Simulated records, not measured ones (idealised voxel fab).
Process module, titled voxel lift off
The width of the displayed cross-section, cut, is 265 nm; its cells are square, with a size of 5 nm.
Cross-section layout: square cells on a grid; listed as bands, top to bottom; a band spans one or more cell rows.
For a band, the entry starts with two heights in nm, that of the top and then that of the bottom, and carries on with the band's materials in order from left to right, each alongside its width in nm; the word "everywhere" beside a single material means it fills the band edge to edge, and "empty" means empty space.
Heads up on the height convention: 0 is the point under which the incoming wafer is all one material, and the lowest band has no bottom, it just keeps going down, like "0..down".
The expression "30->40" gives the width at the extremes of the band, the first number at its top row of cells and the second at its bottom row, with the width changing by equal amounts from each row to the next in between.
"remained the same" -> step changed no cross-section cell.
The entry "Closed void inventory" lists the empty spaces that cover at least 8 cells and have no open path to the top. Each is written as width x height at distance, where the distance is measured from the left edge and all three values are in nm.
Post-settings text on a step line: simulator's own remark regarding the step.
What "overlay nm" on a step's line means: if the step has a mask, that mask lay this far to the right of its planned place, or, when the value is negative, to the left.

The following list gives the planned process steps
1 RECEIVE (material Si)
2 CONFORMAL_DEP (material SiO2; thk nm 5)
3 PATTERN (tone open; mask id LINES; material resist; width nm 30; pitch nm 50; thk nm 25; overlay nm 0)
4 DIRECTIONAL_DEP (material Ru; thk nm 15)
5 STRIP (etch materials resist)
6 CONFORMAL_DEP (material SiN; thk nm 5)

First out of two wafers; run went to plan

So this is the incoming wafer in cross-section - it's already been through step 1
- 0..down | Si everywhere
- Closed void inventory: none

You're looking at a cross-section of the wafer after step 2
- 5..0 | SiO2 everywhere
- Note: structure below 0 unchanged.

You're looking at a cross-section of the wafer after step 3
- 30..5 | 65 resist, then 30 empty, then 20 resist, then 30 empty, then 20 resist, then 30 empty, then 70 resist
- Note: structure below 5 unchanged.

You're looking at a cross-section of the wafer after step 4
- 45..30 | 65 Ru, then 30 empty, then 20 Ru, then 30 empty, then 20 Ru, then 30 empty, then 70 Ru
- 30..20 | 65 resist, then 30 empty, then 20 resist, then 30 empty, then 20 resist, then 30 empty, then 70 resist
- 20..5 | 65 resist, then 30 Ru, then 20 resist, then 30 Ru, then 20 resist, then 30 Ru, then 70 resist
- Note: structure below 5 unchanged.

You're looking at a cross-section of the wafer after step 5
- 20..5 | 65 empty, then 30 Ru, then 20 empty, then 30 Ru, then 20 empty, then 30 Ru, then 70 empty
- Note: structure below 5 unchanged.

You're looking at a cross-section of the wafer after step 6
- 25..20 | 60 empty, then 40 SiN, then 10 empty, then 40 SiN, then 10 empty, then 40 SiN, then 65 empty
- 20..10 | 60 empty, then 5 SiN, then 30 Ru, then 5 SiN, then 10 empty, then 5 SiN, then 30 Ru, then 5 SiN, then 10 empty, then 5 SiN, then 30 Ru, then 5 SiN, then 65 empty
- 10..5 | 65 SiN, then 30 Ru, then 20 SiN, then 30 Ru, then 20 SiN, then 30 Ru, then 70 SiN
- Note: structure below 5 unchanged.

Second wafer - shared start and plan with the first - one error in running - same as the first up to step 3 inclusive

Cross-section, second wafer, at the end time the plan gives for step 4
- 50..30 | 65 Ru, then 30 empty, then 20 Ru, then 30 empty, then 20 Ru, then 30 empty, then 70 Ru
- 30..25 | 65 resist, then 30 empty, then 20 resist, then 30 empty, then 20 resist, then 30 empty, then 70 resist
- 25..5 | 65 resist, then 30 Ru, then 20 resist, then 30 Ru, then 20 resist, then 30 Ru, then 70 resist
- Note: structure below 5 unchanged.

Cross-section, second wafer, at the end time the plan gives for step 5
- 25..5 | 65 empty, then 30 Ru, then 20 empty, then 30 Ru, then 20 empty, then 30 Ru, then 70 empty
- Note: structure below 5 unchanged.

Cross-section, second wafer, at the end time the plan gives for step 6
- 30..25 | 60 empty, then 40 SiN, then 10 empty, then 40 SiN, then 10 empty, then 40 SiN, then 65 empty
- 25..10 | 60 empty, then 5 SiN, then 30 Ru, then 5 SiN, then 10 empty, then 5 SiN, then 30 Ru, then 5 SiN, then 10 empty, then 5 SiN, then 30 Ru, then 5 SiN, then 65 empty
- 10..5 | 65 SiN, then 30 Ru, then 20 SiN, then 30 Ru, then 20 SiN, then 30 Ru, then 70 SiN
- Note: structure below 5 unchanged.
Run error: step 4 did not happen as planned, as run it was DIRECTIONAL_DEP (material Ru; thk nm 20)
Per the end-of-run cell counts, the second wafer holds more or fewer of some materials than the first: 18 more of Ru | 6 more of SiN
